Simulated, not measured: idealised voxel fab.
Process module heading - voxel double patterning
Cross-section cut spans 245 nm and uses square cells 5 nm in size.
Reading order for cross-sections: top band down to bottom band. Underlying form: a grid of square cells. Band size: one or more rows of cells.
Band: top height; bottom height; in nm. Then, left to right: material with width in nm, for each material. "all across": a single material spanning edge to edge. "empty": empty space.
Height datum 0, below which the as-received substrate wafer is one material. Lowest band open at the bottom, running downward: "0 nm and below".
Width: "30..40" (first number = top row, second number = bottom row, same change from row to row of cells).
"nothing altered" means the step left every cell of the cross-section as it was.
You'll see "Encapsulated voids" listing empty spaces that have no way open to the top, as long as they're 8 cells or more; the notation is width x height at distance, where the distance is from the left edge, and all of it is in nm.
Past the settings on a step's line: simulator remark, on that step.
You can add "overlay nm" to a step's line. For a step with a mask, it describes how far the mask lay to the right of its planned position, and a negative number describes a lay to the left.

# Here's what the planned process steps look like
1) RECEIVE, material Si
2) CONFORMAL_DEP, material SiN, thk nm 10
3) DIRECTIONAL_DEP, material SiO2, thk nm 15
4) DIRECTIONAL_DEP, material SiCN, thk nm 10
5) MASKED_ETCH, tone open, mask id FIRST, width nm 15, pitch nm 50, etch materials SiCN, depth nm 10, overlay nm 0
6) DIRECTIONAL_DEP, material aC, thk nm 10
7) PATTERN, tone open, mask id SECOND, material resist, width nm 15, pitch nm 50, thk nm 30, overlay nm 0
8) DIRECTIONAL_ETCH, etch materials aC, depth nm 10
9) STRIP, etch materials resist
10) DIRECTIONAL_ETCH, etch materials SiCN, depth nm 10
11) STRIP, etch materials aC
12) DIRECTIONAL_ETCH, etch materials SiO2, depth nm 15
13) STRIP, etch materials SiCN

# Of two wafers, the first: run according to plan

# So this is the incoming wafer in cross-section - it's already been through step 1
* 0 nm and below = Si all across
* Encapsulated voids: none

# Once step 2 is through, the wafer looks like this in cross-section
* 10 nm to 0 nm = SiN all across
* Below 0 it's all the same as before, nothing changed down there.

# Once step 3 is through, the wafer looks like this in cross-section
* 25 nm to 10 nm = SiO2 all across
* Below 10 it's all the same as before, nothing changed down there.

# Once step 4 is through, the wafer looks like this in cross-section
* 35 nm to 25 nm = SiCN all across
* Below 25 it's all the same as before, nothing changed down there.

# Once step 5 is through, the wafer looks like this in cross-section
* 35 nm to 25 nm = 65 of SiCN | 15 of empty | 35 of SiCN | 15 of empty | 35 of SiCN | 15 of empty | 65 of SiCN
* Below 25 it's all the same as before, nothing changed down there.

# Once step 6 is through, the wafer looks like this in cross-section
* 45 nm to 35 nm = 65 of aC | 15 of empty | 35 of aC | 15 of empty | 35 of aC | 15 of empty | 65 of aC
* 35 nm to 25 nm = 65 of SiCN | 15 of aC | 35 of SiCN | 15 of aC | 35 of SiCN | 15 of aC | 65 of SiCN
* Below 25 it's all the same as before, nothing changed down there.

# Once step 7 is through, the wafer looks like this in cross-section
* 75 nm to 45 nm = 90 of resist | 15 of empty | 35 of resist | 15 of empty | 90 of resist
* 45 nm to 35 nm = 65 of aC | 15 of resist | 35 of aC | 15 of resist | 35 of aC | 15 of resist | 65 of aC
* Below 35 it's all the same as before, nothing changed down there.

# Once step 8 is through, the wafer looks like this in cross-section
* 65 nm to 45 nm = 90 of resist | 15 of empty | 35 of resist | 15 of empty | 90 of resist
* 45 nm to 35 nm = 65 of aC | 15 of resist | 10 of aC | 15 of empty | 10 of aC | 15 of resist | 10 of aC | 15 of empty | 10 of aC | 15 of resist | 65 of aC
* Below 35 it's all the same as before, nothing changed down there.

# Once step 9 is through, the wafer looks like this in cross-section
* 45 nm to 35 nm = 65 of aC | 15 of empty | 10 of aC | 15 of empty | 10 of aC | 15 of empty | 10 of aC | 15 of empty | 10 of aC | 15 of empty | 65 of aC
* Below 35 it's all the same as before, nothing changed down there.

# Once step 10 is through, the wafer looks like this in cross-section
* 45 nm to 35 nm = 65 of aC | 15 of empty | 10 of aC | 15 of empty | 10 of aC | 15 of empty | 10 of aC | 15 of empty | 10 of aC | 15 of empty | 65 of aC
* 35 nm to 25 nm = 65 of SiCN | 15 of aC | 10 of SiCN | 15 of empty | 10 of SiCN | 15 of aC | 10 of SiCN | 15 of empty | 10 of SiCN | 15 of aC | 65 of SiCN
* Below 25 it's all the same as before, nothing changed down there.

# Once step 11 is through, the wafer looks like this in cross-section
* 35 nm to 25 nm = 65 of SiCN | 15 of empty | 10 of SiCN | 15 of empty | 10 of SiCN | 15 of empty | 10 of SiCN | 15 of empty | 10 of SiCN | 15 of empty | 65 of SiCN
* Below 25 it's all the same as before, nothing changed down there.

# Once step 12 is through, the wafer looks like this in cross-section
* 35 nm to 25 nm = 65 of SiCN | 15 of empty | 10 of SiCN | 15 of empty | 10 of SiCN | 15 of empty | 10 of SiCN | 15 of empty | 10 of SiCN | 15 of empty | 65 of SiCN
* 25 nm to 10 nm = 65 of SiO2 | 15 of empty | 10 of SiO2 | 15 of empty | 10 of SiO2 | 15 of empty | 10 of SiO2 | 15 of empty | 10 of SiO2 | 15 of empty | 65 of SiO2
* Below 10 it's all the same as before, nothing changed down there.

# Once step 13 is through, the wafer looks like this in cross-section
* 25 nm to 10 nm = 65 of SiO2 | 15 of empty | 10 of SiO2 | 15 of empty | 10 of SiO2 | 15 of empty | 10 of SiO2 | 15 of empty | 10 of SiO2 | 15 of empty | 65 of SiO2
* Below 10 it's all the same as before, nothing changed down there.

# The second wafer: identical to the first at the outset and in its planned sequence, differing only in that one mistake was made during processing; up to and including step 4, its path is the first wafer's path

# Cross-sectional view of the second wafer at the intended end time of process step 5
* 35 nm to 25 nm = 65 of SiCN | 20 of empty | 30 of SiCN | 20 of empty | 30 of SiCN | 20 of empty | 60 of SiCN
* Below 25 it's all the same as before, nothing changed down there.

# Cross-sectional view of the second wafer at the intended end time of process step 6
* 45 nm to 35 nm = 65 of aC | 20 of empty | 30 of aC | 20 of empty | 30 of aC | 20 of empty | 60 of aC
* 35 nm to 25 nm = 65 of SiCN | 20 of aC | 30 of SiCN | 20 of aC | 30 of SiCN | 20 of aC | 60 of SiCN
* Below 25 it's all the same as before, nothing changed down there.

# Cross-sectional view of the second wafer at the intended end time of process step 7
* 75 nm to 45 nm = 90 of resist | 15 of empty | 35 of resist | 15 of empty | 90 of resist
* 45 nm to 35 nm = 65 of aC | 20 of resist | 30 of aC | 20 of resist | 30 of aC | 20 of resist | 60 of aC
* Below 35 it's all the same as before, nothing changed down there.

# Cross-sectional view of the second wafer at the intended end time of process step 8
* 65 nm to 45 nm = 90 of resist | 15 of empty | 35 of resist | 15 of empty | 90 of resist
* 45 nm to 35 nm = 65 of aC | 20 of resist | 5 of aC | 15 of empty | 10 of aC | 20 of resist | 5 of aC | 15 of empty | 10 of aC | 20 of resist | 60 of aC
* Below 35 it's all the same as before, nothing changed down there.

# Cross-sectional view of the second wafer at the intended end time of process step 9
* 45 nm to 35 nm = 65 of aC | 20 of empty | 5 of aC | 15 of empty | 10 of aC | 20 of empty | 5 of aC | 15 of empty | 10 of aC | 20 of empty | 60 of aC
* Below 35 it's all the same as before, nothing changed down there.

# Cross-sectional view of the second wafer at the intended end time of process step 10
* 45 nm to 35 nm = 65 of aC | 20 of empty | 5 of aC | 15 of empty | 10 of aC | 20 of empty | 5 of aC | 15 of empty | 10 of aC | 20 of empty | 60 of aC
* 35 nm to 25 nm = 65 of SiCN | 20 of aC | 5 of SiCN | 15 of empty | 10 of SiCN | 20 of aC | 5 of SiCN | 15 of empty | 10 of SiCN | 20 of aC | 60 of SiCN
* Below 25 it's all the same as before, nothing changed down there.

# Cross-sectional view of the second wafer at the intended end time of process step 11
* 35 nm to 25 nm = 65 of SiCN | 20 of empty | 5 of SiCN | 15 of empty | 10 of SiCN | 20 of empty | 5 of SiCN | 15 of empty | 10 of SiCN | 20 of empty | 60 of SiCN
* Below 25 it's all the same as before, nothing changed down there.

# Cross-sectional view of the second wafer at the intended end time of process step 12
* 35 nm to 25 nm = 65 of SiCN | 20 of empty | 5 of SiCN | 15 of empty | 10 of SiCN | 20 of empty | 5 of SiCN | 15 of empty | 10 of SiCN | 20 of empty | 60 of SiCN
* 25 nm to 10 nm = 65 of SiO2 | 20 of empty | 5 of SiO2 | 15 of empty | 10 of SiO2 | 20 of empty | 5 of SiO2 | 15 of empty | 10 of SiO2 | 20 of empty | 60 of SiO2
* Below 10 it's all the same as before, nothing changed down there.

# Cross-sectional view of the second wafer at the intended end time of process step 13
* 25 nm to 10 nm = 65 of SiO2 | 20 of empty | 5 of SiO2 | 15 of empty | 10 of SiO2 | 20 of empty | 5 of SiO2 | 15 of empty | 10 of SiO2 | 20 of empty | 60 of SiO2
* Below 10 it's all the same as before, nothing changed down there.
What was done differently from what was planned? not per plan at step 5, really ran MASKED_ETCH, tone open, mask id FIRST, width nm 20, pitch nm 50, etch materials SiCN, depth nm 10, overlay nm 0
End of process, cell counts, second wafer against first, materials with more or fewer: 9 fewer of SiO2
